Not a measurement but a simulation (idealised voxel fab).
process module | voxel trench capacitor
Section shown: cut. Width: 145 nm. Cell size: 5 nm, square.
Throughout this document, each cross-section is represented as a grid of square cells and is presented as a sequence of bands enumerated from the top downward, where a band comprises one or more rows of cells. First you get the band's top height and its bottom height, in nm, and then the materials it's made of, left to right, with each width in nm. If you see a single material with "everywhere", that one covers the band edge to edge. "air" is empty space. Counting heights begins at 0, where everything beneath is, in the wafer as received, one material. The lowest band has no bottom; it goes on downwards, as "0 and below" shows. A width such as "30..40" changes by the same amount from each row of cells to the next, from the band's top row to its bottom row. The designation "identical to before", where it is given for a processing step, indicates that no cell of the cross-section was altered in the course of that step. "Enclosed void list" specifies each empty space that is not open to the top and that occupies no fewer than 8 cells, using the form width x height at distance, the distance measured from the left edge and all three quantities in nm. What comes after the settings on a step's line is commentary from the simulator itself on that step. overlay nm: how far to the right of its planned place the mask lay on this masked step (negative: to the left).
These are the steps we planned for the process
1,RECEIVE (material Si)
2,CONFORMAL_DEP (material SiN; thk nm 10)
3,MASKED_ETCH (tone open; mask id TRENCH; width nm 30; pitch nm 45; etch materials SiN; depth nm 10; overlay nm 0)
4,MASKED_ETCH (tone open; mask id TRENCH; width nm 30; pitch nm 45; etch materials Si; depth nm 25; overlay nm 0)
5,CONFORMAL_DEP (material Al2O3; thk nm 5)
6,CONFORMAL_DEP (material TiN; thk nm 5)
7,FILL_DEP (material W; thk nm 10)
8,CMP (height nm 10)
Wafer, first of two, run as planned
Cross-section of the wafer as it came to us, i.e., already through step 1
    0 and below = Si everywhere
    Enclosed void list: none
Wafer section view after processing step 2
    10 down to 0 = SiN everywhere
    Nothing below the height 0 has changed.
Wafer section view after processing step 3
    10 down to 0 = 35 SiN  30 air  15 SiN  30 air  35 SiN
    Nothing below the height 0 has changed.
Wafer section view after processing step 4
    10 down to 0 = 35 SiN  30 air  15 SiN  30 air  35 SiN
    0 down to -25 = 35 Si  30 air  15 Si  30 air  35 Si
    Nothing below the height -25 has changed.
Wafer section view after processing step 5
    15 down to 10 = 40 Al2O3  20 air  25 Al2O3  20 air  40 Al2O3
    10 down to 0 = 35 SiN  5 Al2O3  20 air  5 Al2O3  15 SiN  5 Al2O3  20 air  5 Al2O3  35 SiN
    0 down to -20 = 35 Si  5 Al2O3  20 air  5 Al2O3  15 Si  5 Al2O3  20 air  5 Al2O3  35 Si
    -20 down to -25 = 35 Si  30 Al2O3  15 Si  30 Al2O3  35 Si
    Nothing below the height -25 has changed.
Wafer section view after processing step 6
    20 down to 15 = 45 TiN  10 air  35 TiN  10 air  45 TiN
    15 down to 10 = 40 Al2O3  5 TiN  10 air  5 TiN  25 Al2O3  5 TiN  10 air  5 TiN  40 Al2O3
    10 down to 0 = 35 SiN  5 Al2O3  5 TiN  10 air  5 TiN  5 Al2O3  15 SiN  5 Al2O3  5 TiN  10 air  5 TiN  5 Al2O3  35 SiN
    0 down to -15 = 35 Si  5 Al2O3  5 TiN  10 air  5 TiN  5 Al2O3  15 Si  5 Al2O3  5 TiN  10 air  5 TiN  5 Al2O3  35 Si
    -15 down to -20 = 35 Si  5 Al2O3  20 TiN  5 Al2O3  15 Si  5 Al2O3  20 TiN  5 Al2O3  35 Si
    Nothing below the height -20 has changed.
Wafer section view after processing step 7
    30 down to 20 = W everywhere
    20 down to 15 = 45 TiN  10 W  35 TiN  10 W  45 TiN
    15 down to 10 = 40 Al2O3  5 TiN  10 W  5 TiN  25 Al2O3  5 TiN  10 W  5 TiN  40 Al2O3
    10 down to 0 = 35 SiN  5 Al2O3  5 TiN  10 W  5 TiN  5 Al2O3  15 SiN  5 Al2O3  5 TiN  10 W  5 TiN  5 Al2O3  35 SiN
    0 down to -15 = 35 Si  5 Al2O3  5 TiN  10 W  5 TiN  5 Al2O3  15 Si  5 Al2O3  5 TiN  10 W  5 TiN  5 Al2O3  35 Si
    Nothing below the height -15 has changed.
Wafer section view after processing step 8
    10 down to 0 = 35 SiN  5 Al2O3  5 TiN  10 W  5 TiN  5 Al2O3  15 SiN  5 Al2O3  5 TiN  10 W  5 TiN  5 Al2O3  35 SiN
    Nothing below the height 0 has changed.
What follows concerns the second wafer, which started out like the first and was meant to follow the very same plan; one mistake crept in when it was run, but everything up to and including step 3 is the same as for the first wafer
Second wafer profile in section, at the moment step 4 of the plan was meant to be complete
    10 down to 0 = 35 SiN  30 air  15 SiN  30 air  35 SiN
    0 down to -35 = 35 Si  30 air  15 Si  30 air  35 Si
    Nothing below the height -35 has changed.
Second wafer profile in section, at the moment step 5 of the plan was meant to be complete
    15 down to 10 = 40 Al2O3  20 air  25 Al2O3  20 air  40 Al2O3
    10 down to 0 = 35 SiN  5 Al2O3  20 air  5 Al2O3  15 SiN  5 Al2O3  20 air  5 Al2O3  35 SiN
    0 down to -30 = 35 Si  5 Al2O3  20 air  5 Al2O3  15 Si  5 Al2O3  20 air  5 Al2O3  35 Si
    -30 down to -35 = 35 Si  30 Al2O3  15 Si  30 Al2O3  35 Si
    Nothing below the height -35 has changed.
Second wafer profile in section, at the moment step 6 of the plan was meant to be complete
    20 down to 15 = 45 TiN  10 air  35 TiN  10 air  45 TiN
    15 down to 10 = 40 Al2O3  5 TiN  10 air  5 TiN  25 Al2O3  5 TiN  10 air  5 TiN  40 Al2O3
    10 down to 0 = 35 SiN  5 Al2O3  5 TiN  10 air  5 TiN  5 Al2O3  15 SiN  5 Al2O3  5 TiN  10 air  5 TiN  5 Al2O3  35 SiN
    0 down to -25 = 35 Si  5 Al2O3  5 TiN  10 air  5 TiN  5 Al2O3  15 Si  5 Al2O3  5 TiN  10 air  5 TiN  5 Al2O3  35 Si
    -25 down to -30 = 35 Si  5 Al2O3  20 TiN  5 Al2O3  15 Si  5 Al2O3  20 TiN  5 Al2O3  35 Si
    Nothing below the height -30 has changed.
Second wafer profile in section, at the moment step 7 of the plan was meant to be complete
    30 down to 20 = W everywhere
    20 down to 15 = 45 TiN  10 W  35 TiN  10 W  45 TiN
    15 down to 10 = 40 Al2O3  5 TiN  10 W  5 TiN  25 Al2O3  5 TiN  10 W  5 TiN  40 Al2O3
    10 down to 0 = 35 SiN  5 Al2O3  5 TiN  10 W  5 TiN  5 Al2O3  15 SiN  5 Al2O3  5 TiN  10 W  5 TiN  5 Al2O3  35 SiN
    0 down to -25 = 35 Si  5 Al2O3  5 TiN  10 W  5 TiN  5 Al2O3  15 Si  5 Al2O3  5 TiN  10 W  5 TiN  5 Al2O3  35 Si
    Nothing below the height -25 has changed.
Second wafer profile in section, at the moment step 8 of the plan was meant to be complete
    10 down to 0 = 35 SiN  5 Al2O3  5 TiN  10 W  5 TiN  5 Al2O3  15 SiN  5 Al2O3  5 TiN  10 W  5 TiN  5 Al2O3  35 SiN
    Nothing below the height 0 has changed.
Error vs. plan: step 4 went in with a setting other than planned; the actual run was MASKED_ETCH (tone open; mask id TRENCH; width nm 30; pitch nm 45; etch materials Si; depth nm 35; overlay nm 0)
Final wafer comparison in cells, second versus first, more or fewer per material: +8 Al2O3 | -24 Si | +8 TiN | +8 W
